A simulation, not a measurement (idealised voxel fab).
Title: Process Module voxel wiring stack
Xsec cut, 195 nm wide, square cell size 5 nm.
Format of a cross-section: grid, square cells. Given as bands. Order: top down. Band: one or more rows of cells.
A band entry consists of two parts. The first gives the height of the band's top and the height of its bottom, in nm. The rest lists the band's materials from left to right, each with its width in nm. A single material labelled with the word "edge to edge" fills the band from edge to edge, and the word "empty" marks empty space.
Height 0 is the level under which the wafer as received is all one material. The lowest band goes on downwards, as in "from 0 down".
Top row gets the first number, bottom row gets the second, and each row in between changes by the same step: that is how a band width like "30->40" works.
Take "no change occurred" at face value: in the step it is given for, the cross-section changed in none of its cells.
The list in "Internal closed voids" covers empty spaces of 8 cells or more that cannot reach the top through any open way, and it gives each as width x height at distance; the distance is from the left edge, and width, height and distance are in nm.
Note: text after step settings on the step line = simulator remark on that step.
"overlay nm" on a masked step: distance the mask lay right of its planned place, negative for left.

These are the steps we planned for the process
1) RECEIVE: material Si
2) CONFORMAL_DEP: material SiO2, thk nm 15
3) CONFORMAL_DEP: material SiN, thk nm 5
4) DIRECTIONAL_DEP: material lowk, thk nm 25
5) DIRECTIONAL_DEP: material aC, thk nm 15
6) PATTERN: tone open, mask id METAL_1, material resist, width nm 25, pitch nm 55, thk nm 35, overlay nm 0
7) DIRECTIONAL_ETCH: etch materials aC, depth nm 15
8) STRIP: etch materials resist
9) DIRECTIONAL_ETCH: etch materials lowk, depth nm 25
10) DIRECTIONAL_ETCH: etch materials SiN, depth nm 5
11) STRIP: etch materials aC
12) CONFORMAL_DEP: material TiN, thk nm 5
13) FILL_DEP: material Ru, thk nm 5
14) CMP: height nm 45
15) CONFORMAL_DEP: material SiCN, thk nm 5
16) DIRECTIONAL_DEP: material SiO2, thk nm 30
17) PATTERN: tone open, mask id METAL_2, material resist, width nm 25, pitch nm 55, thk nm 15, overlay nm 0
18) DIRECTIONAL_ETCH: etch materials SiO2, depth nm 20
19) STRIP: etch materials resist
20) DIRECTIONAL_DEP: material aC, thk nm 15
21) PATTERN: tone open, mask id METAL_2_HOLES, material resist, width nm 15, pitch nm 55, thk nm 35, overlay nm 0
22) DIRECTIONAL_ETCH: etch materials aC, depth nm 15
23) STRIP: etch materials resist
24) DIRECTIONAL_ETCH: etch materials SiO2, depth nm 10
25) DIRECTIONAL_ETCH: etch materials SiCN, depth nm 5
26) STRIP: etch materials aC
27) CONFORMAL_DEP: material TiN, thk nm 5
28) FILL_DEP: material Cu, thk nm 5
29) CMP: height nm 80
30) CONFORMAL_DEP: material SiCN, thk nm 5
31) DIRECTIONAL_DEP: material SiO2, thk nm 35
32) PATTERN: tone open, mask id METAL_3_HOLES, material resist, width nm 15, thk nm 20, overlay nm 0
33) DIRECTIONAL_ETCH: etch materials SiO2, depth nm 35
34) STRIP: etch materials resist
35) DIRECTIONAL_DEP: material aC, thk nm 15
36) PATTERN: tone open, mask id METAL_3, material resist, width nm 25, pitch nm 55, thk nm 35, overlay nm 0
37) DIRECTIONAL_ETCH: etch materials aC, depth nm 15
38) STRIP: etch materials resist
39) DIRECTIONAL_ETCH: etch materials SiO2, depth nm 20
40) DIRECTIONAL_ETCH: etch materials SiCN, depth nm 5
41) STRIP: etch materials aC
42) CONFORMAL_DEP: material TiN, thk nm 5
43) FILL_DEP: material Cu, thk nm 10
44) CMP: height nm 120
45) CONFORMAL_DEP: material SiCN, thk nm 5

Shown in cross-section is the wafer as received, that is, as it stands after step 1
	from 0 down  Si edge to edge
	Internal closed voids: none

First wafer at the end, as planned
	from 125 to 120  SiCN edge to edge
	from 120 to 105  55 SiO2, then 5 TiN, then 15 Cu, then 5 TiN, then 30 SiO2, then 5 TiN, then 15 Cu, then 5 TiN, then 60 SiO2
	from 105 to 100  55 SiO2, then 5 TiN, then 5 Cu, then 15 TiN, then 30 SiO2, then 25 TiN, then 60 SiO2
	from 100 to 85  55 SiO2, then 5 TiN, then 5 Cu, then 5 TiN, then 125 SiO2
	from 85 to 80  55 SiCN, then 15 TiN, then 125 SiCN
	from 80 to 65  55 SiO2, then 5 TiN, then 15 Cu, then 5 TiN, then 30 SiO2, then 5 TiN, then 15 Cu, then 5 TiN, then 60 SiO2
	from 65 to 60  55 SiO2, then 5 TiN, then 5 Cu, then 15 TiN, then 30 SiO2, then 5 TiN, then 5 Cu, then 15 TiN, then 60 SiO2
	from 60 to 50  55 SiO2, then 5 TiN, then 5 Cu, then 5 TiN, then 40 SiO2, then 5 TiN, then 5 Cu, then 5 TiN, then 70 SiO2
	from 50 to 45  55 SiCN, then 15 TiN, then 40 SiCN, then 15 TiN, then 70 SiCN
	from 45 to 20  55 lowk, then 5 TiN, then 15 Ru, then 5 TiN, then 30 lowk, then 5 TiN, then 15 Ru, then 5 TiN, then 60 lowk
	from 20 to 15  55 SiN, then 25 TiN, then 30 SiN, then 25 TiN, then 60 SiN
	from 15 to 0  SiO2 edge to edge
	from 0 down  Si edge to edge
	Internal closed voids: none

Wafer two, sectioned after the module: the first wafer's start, the first wafer's plan, and one mistake in how it was run
	from 125 to 120  SiCN edge to edge
	from 120 to 105  55 SiO2, then 5 TiN, then 15 Cu, then 5 TiN, then 30 SiO2, then 5 TiN, then 15 Cu, then 5 TiN, then 60 SiO2
	from 105 to 100  55 SiO2, then 5 TiN, then 5 Cu, then 15 TiN, then 30 SiO2, then 25 TiN, then 60 SiO2
	from 100 to 85  55 SiO2, then 5 TiN, then 5 Cu, then 5 TiN, then 125 SiO2
	from 85 to 80  55 SiCN, then 15 TiN, then 125 SiCN
	from 80 to 65  55 SiO2, then 5 TiN, then 15 Cu, then 5 TiN, then 30 SiO2, then 5 TiN, then 15 Cu, then 5 TiN, then 60 SiO2
	from 65 to 60  55 SiO2, then 5 TiN, then 5 Cu, then 15 TiN, then 30 SiO2, then 5 TiN, then 5 Cu, then 15 TiN, then 60 SiO2
	from 60 to 50  55 SiO2, then 5 TiN, then 5 Cu, then 5 TiN, then 40 SiO2, then 5 TiN, then 5 Cu, then 5 TiN, then 70 SiO2
	from 50 to 45  55 SiCN, then 15 TiN, then 40 SiCN, then 15 TiN, then 70 SiCN
	from 45 to 40  60 TiN, then 15 Ru, then 40 TiN, then 15 Ru, then 65 TiN
	from 40 to 20  55 lowk, then 5 TiN, then 15 Ru, then 5 TiN, then 30 lowk, then 5 TiN, then 15 Ru, then 5 TiN, then 60 lowk
	from 20 to 15  55 lowk, then 25 TiN, then 30 lowk, then 25 TiN, then 60 lowk
	from 15 to 0  SiO2 edge to edge
	from 0 down  Si edge to edge
	Internal closed voids: none
What broke from the plan during processing? step 3 of the plan was omitted and not executed
Final cells, second wafer relative to first, materials higher or lower: SiN: 29 fewer | TiN: 29 more
